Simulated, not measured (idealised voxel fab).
This is a process module. Its name is voxel trench capacitor.
The cross-section shown here is cut; it is 245 nm wide and divided into square cells measuring 5 nm on a side.
This document writes a cross-section as a grid whose cells are square, and gives it as bands, listed from the top down; one or more rows of cells form a band.
Heads up on the band format: heights come first, top then bottom, in nm. After that it's the materials left to right, each with its width in nm. A single material flagged "all across" fills the whole band edge to edge, and "blank" means there's empty space there.
Height datum 0, below which the as-received substrate wafer is one material. Lowest band open at the bottom, running downward: "0 down".
Quick explanation for "30->40": the width changes in equal steps down the rows of cells, from the first number in the band's top row to the second number in its bottom row.
Key: "no change occurred" - step with no changed cell in the cross-section.
For the entry "Enclosed void list", the listed items are empty spaces with no open way to the top whose size is 8 cells or more; each item follows the pattern width x height at distance, where distance is from the left edge and all three are in nm.
Text after the settings on a step's line: the simulator's own remark on that step.
If you see "overlay nm" on a step's line and that step has a mask, it's telling you how far right of where it was planned the mask ended up; a negative number means it went left instead.
**Planned step list for the process**
| 1 | RECEIVE with material Si |
| 2 | CONFORMAL_DEP with material SiN, thk nm 5 |
| 3 | PATTERN with tone open, mask id TRENCH, material resist, width nm 25, pitch nm 40, thk nm 20, overlay nm 0 |
| 4 | DIRECTIONAL_ETCH with etch materials SiN, depth nm 5 |
| 5 | DIRECTIONAL_ETCH with etch materials Si, depth nm 40 |
| 6 | STRIP with etch materials resist |
| 7 | CONFORMAL_DEP with material Al2O3, thk nm 5 |
| 8 | CONFORMAL_DEP with material TiN, thk nm 5 |
| 9 | FILL_DEP with material W, thk nm 10 |
| 10 | CMP with height nm 5 |
**Account of the first of two wafers, which was processed as intended**
**Wafer cross-section on receipt, i.e. after step 1**
0 down  Si all across
Enclosed void list: none
**Wafer after step 2 (cross-section)**
5 to 0  SiN all across
No changes below 0.
**Wafer after step 3 (cross-section)**
25 to 5  resist 70  blank 25  resist 15  blank 25  resist 15  blank 25  resist 70
No changes below 5.
**Wafer after step 4 (cross-section)**
25 to 5  resist 70  blank 25  resist 15  blank 25  resist 15  blank 25  resist 70
5 to 0  SiN 70  blank 25  SiN 15  blank 25  SiN 15  blank 25  SiN 70
No changes below 0.
**Wafer after step 5 (cross-section)**
25 to 5  resist 70  blank 25  resist 15  blank 25  resist 15  blank 25  resist 70
5 to 0  SiN 70  blank 25  SiN 15  blank 25  SiN 15  blank 25  SiN 70
0 to -40  Si 70  blank 25  Si 15  blank 25  Si 15  blank 25  Si 70
No changes below -40.
**Wafer after step 6 (cross-section)**
5 to 0  SiN 70  blank 25  SiN 15  blank 25  SiN 15  blank 25  SiN 70
No changes below 0.
**Wafer after step 7 (cross-section)**
10 to 5  Al2O3 75  blank 15  Al2O3 25  blank 15  Al2O3 25  blank 15  Al2O3 75
5 to 0  SiN 70  Al2O3 5  blank 15  Al2O3 5  SiN 15  Al2O3 5  blank 15  Al2O3 5  SiN 15  Al2O3 5  blank 15  Al2O3 5  SiN 70
0 to -35  Si 70  Al2O3 5  blank 15  Al2O3 5  Si 15  Al2O3 5  blank 15  Al2O3 5  Si 15  Al2O3 5  blank 15  Al2O3 5  Si 70
-35 to -40  Si 70  Al2O3 25  Si 15  Al2O3 25  Si 15  Al2O3 25  Si 70
No changes below -40.
**Wafer after step 8 (cross-section)**
15 to 10  TiN 80  blank 5  TiN 35  blank 5  TiN 35  blank 5  TiN 80
10 to 5  Al2O3 75  TiN 5  blank 5  TiN 5  Al2O3 25  TiN 5  blank 5  TiN 5  Al2O3 25  TiN 5  blank 5  TiN 5  Al2O3 75
5 to 0  SiN 70  Al2O3 5  TiN 5  blank 5  TiN 5  Al2O3 5  SiN 15  Al2O3 5  TiN 5  blank 5  TiN 5  Al2O3 5  SiN 15  Al2O3 5  TiN 5  blank 5  TiN 5  Al2O3 5  SiN 70
0 to -30  Si 70  Al2O3 5  TiN 5  blank 5  TiN 5  Al2O3 5  Si 15  Al2O3 5  TiN 5  blank 5  TiN 5  Al2O3 5  Si 15  Al2O3 5  TiN 5  blank 5  TiN 5  Al2O3 5  Si 70
-30 to -35  Si 70  Al2O3 5  TiN 15  Al2O3 5  Si 15  Al2O3 5  TiN 15  Al2O3 5  Si 15  Al2O3 5  TiN 15  Al2O3 5  Si 70
No changes below -35.
**Wafer after step 9 (cross-section)**
25 to 15  W all across
15 to 10  TiN 80  W 5  TiN 35  W 5  TiN 35  W 5  TiN 80
10 to 5  Al2O3 75  TiN 5  W 5  TiN 5  Al2O3 25  TiN 5  W 5  TiN 5  Al2O3 25  TiN 5  W 5  TiN 5  Al2O3 75
5 to 0  SiN 70  Al2O3 5  TiN 5  W 5  TiN 5  Al2O3 5  SiN 15  Al2O3 5  TiN 5  W 5  TiN 5  Al2O3 5  SiN 15  Al2O3 5  TiN 5  W 5  TiN 5  Al2O3 5  SiN 70
0 to -30  Si 70  Al2O3 5  TiN 5  W 5  TiN 5  Al2O3 5  Si 15  Al2O3 5  TiN 5  W 5  TiN 5  Al2O3 5  Si 15  Al2O3 5  TiN 5  W 5  TiN 5  Al2O3 5  Si 70
No changes below -30.
**Wafer after step 10 (cross-section)**
5 to 0  SiN 70  Al2O3 5  TiN 5  W 5  TiN 5  Al2O3 5  SiN 15  Al2O3 5  TiN 5  W 5  TiN 5  Al2O3 5  SiN 15  Al2O3 5  TiN 5  W 5  TiN 5  Al2O3 5  SiN 70
No changes below 0.
**The Second Wafer: Common Origin and Plan, One Mistake in Execution, Identical to the First Through Step 2**
**Second wafer profile in section, at the moment step 3 of the plan was meant to be complete**
25 to 5  resist 75  blank 15  resist 25  blank 15  resist 25  blank 15  resist 75
No changes below 5.
**Second wafer profile in section, at the moment step 4 of the plan was meant to be complete**
25 to 5  resist 75  blank 15  resist 25  blank 15  resist 25  blank 15  resist 75
5 to 0  SiN 75  blank 15  SiN 25  blank 15  SiN 25  blank 15  SiN 75
No changes below 0.
**Second wafer profile in section, at the moment step 5 of the plan was meant to be complete**
25 to 5  resist 75  blank 15  resist 25  blank 15  resist 25  blank 15  resist 75
5 to 0  SiN 75  blank 15  SiN 25  blank 15  SiN 25  blank 15  SiN 75
0 to -40  Si 75  blank 15  Si 25  blank 15  Si 25  blank 15  Si 75
No changes below -40.
**Second wafer profile in section, at the moment step 6 of the plan was meant to be complete**
5 to 0  SiN 75  blank 15  SiN 25  blank 15  SiN 25  blank 15  SiN 75
No changes below 0.
**Second wafer profile in section, at the moment step 7 of the plan was meant to be complete**
10 to 5  Al2O3 80  blank 5  Al2O3 35  blank 5  Al2O3 35  blank 5  Al2O3 80
5 to 0  SiN 75  Al2O3 5  blank 5  Al2O3 5  SiN 25  Al2O3 5  blank 5  Al2O3 5  SiN 25  Al2O3 5  blank 5  Al2O3 5  SiN 75
0 to -35  Si 75  Al2O3 5  blank 5  Al2O3 5  Si 25  Al2O3 5  blank 5  Al2O3 5  Si 25  Al2O3 5  blank 5  Al2O3 5  Si 75
-35 to -40  Si 75  Al2O3 15  Si 25  Al2O3 15  Si 25  Al2O3 15  Si 75
No changes below -40.
**Second wafer profile in section, at the moment step 8 of the plan was meant to be complete**
15 to 10  TiN all across
10 to 5  Al2O3 80  TiN 5  Al2O3 35  TiN 5  Al2O3 35  TiN 5  Al2O3 80
5 to 0  SiN 75  Al2O3 5  TiN 5  Al2O3 5  SiN 25  Al2O3 5  TiN 5  Al2O3 5  SiN 25  Al2O3 5  TiN 5  Al2O3 5  SiN 75
0 to -35  Si 75  Al2O3 5  TiN 5  Al2O3 5  Si 25  Al2O3 5  TiN 5  Al2O3 5  Si 25  Al2O3 5  TiN 5  Al2O3 5  Si 75
No changes below -35.
**Second wafer profile in section, at the moment step 9 of the plan was meant to be complete**
25 to 15  W all across
No changes below 15.
**Second wafer profile in section, at the moment step 10 of the plan was meant to be complete**
5 to 0  SiN 75  Al2O3 5  TiN 5  Al2O3 5  SiN 25  Al2O3 5  TiN 5  Al2O3 5  SiN 25  Al2O3 5  TiN 5  Al2O3 5  SiN 75
No changes below 0.
Here's what went sideways: step 3, actual vs plan mismatch, actual run PATTERN with tone open, mask id TRENCH, material resist, width nm 15, pitch nm 40, thk nm 20, overlay nm 0
Cell-count delta at end, second wafer over first, by material: Al2O3 -6 | Si +48 | SiN +6 | TiN -27 | W -21
